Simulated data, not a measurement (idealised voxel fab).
Title: Process Module voxel spacer lines
This is section cut - it's 225 nm across, gridded in 5 nm square cells.
How to read a cross-section here: the picture is a grid of square cells, written as bands going from the top down, and any band can span one or more rows of cells. What a band's entry tells you: where the top is and where the bottom is, as heights in nm, and after that what lies inside, material by material from left to right, each with its width in nm. Empty space is written as the word "empty", and a single material marked with the word "all across" occupies the band from edge to edge. For the purposes of this specification, 0 denotes the height below which the wafer in its as-received condition is composed wholly of one material, and the lowermost band, lacking a lower limit, extends downward without end, as expressed in "from 0 down". Think of "30->40" as a width that walks from the first number to the second as you go down the band, top row to bottom row, taking equal-sized steps from row to row. "stayed the same" (step): cross-section cells unchanged, all of them. This entry, "Closed void list", enumerates those empty regions of no fewer than 8 cells that possess no open connection to the top. Each region is reported in the form width x height at distance, the distance being taken from the left edge, with all three quantities expressed in nm. Read whatever lies past the settings on a step's line as the simulator's own remark about the step. You can add "overlay nm" to a step's line. For a step with a mask, it describes how far the mask lay to the right of its planned position, and a negative number describes a lay to the left.

Steps in the process plan
| 1 | RECEIVE | material Si |
| 2 | CONFORMAL_DEP | material Al2O3 | thk nm 10 |
| 3 | DIRECTIONAL_DEP | material TiN | thk nm 10 |
| 4 | DIRECTIONAL_DEP | material polySi | thk nm 30 |
| 5 | PATTERN | tone cover | mask id MANDREL | material resist | width nm 25 | pitch nm 70 | thk nm 40 | overlay nm 0 |
| 6 | DIRECTIONAL_ETCH | etch materials polySi | depth nm 30 |
| 7 | STRIP | etch materials resist |
| 8 | CONFORMAL_DEP | material SiO2 | thk nm 10 |
| 9 | DIRECTIONAL_ETCH | etch materials SiO2 | depth nm 10 |
| 10 | STRIP | etch materials polySi |
| 11 | DIRECTIONAL_ETCH | etch materials TiN | depth nm 10 |
| 12 | STRIP | etch materials SiO2 |

Delivered wafer in cross-section: state after step 1
> from 0 down  Si all across
> Closed void list: none

The plan above was carried out on the starting structure above with one mistake, and this cross-section shows the wafer at the end of the module
> from 20 to 10  empty 20 nm; TiN 10 nm; empty 30 nm; TiN 10 nm; empty 20 nm; TiN 10 nm; empty 30 nm; TiN 10 nm; empty 20 nm; TiN 10 nm; empty 30 nm; TiN 10 nm; empty 15 nm
> from 10 to 0  Al2O3 all across
> from 0 down  Si all across
> Closed void list: none
Where did the run depart from the plan? contrary to plan, step 5 was performed as PATTERN | tone cover | mask id MANDREL | material resist | width nm 30 | pitch nm 70 | thk nm 40 | overlay nm 0
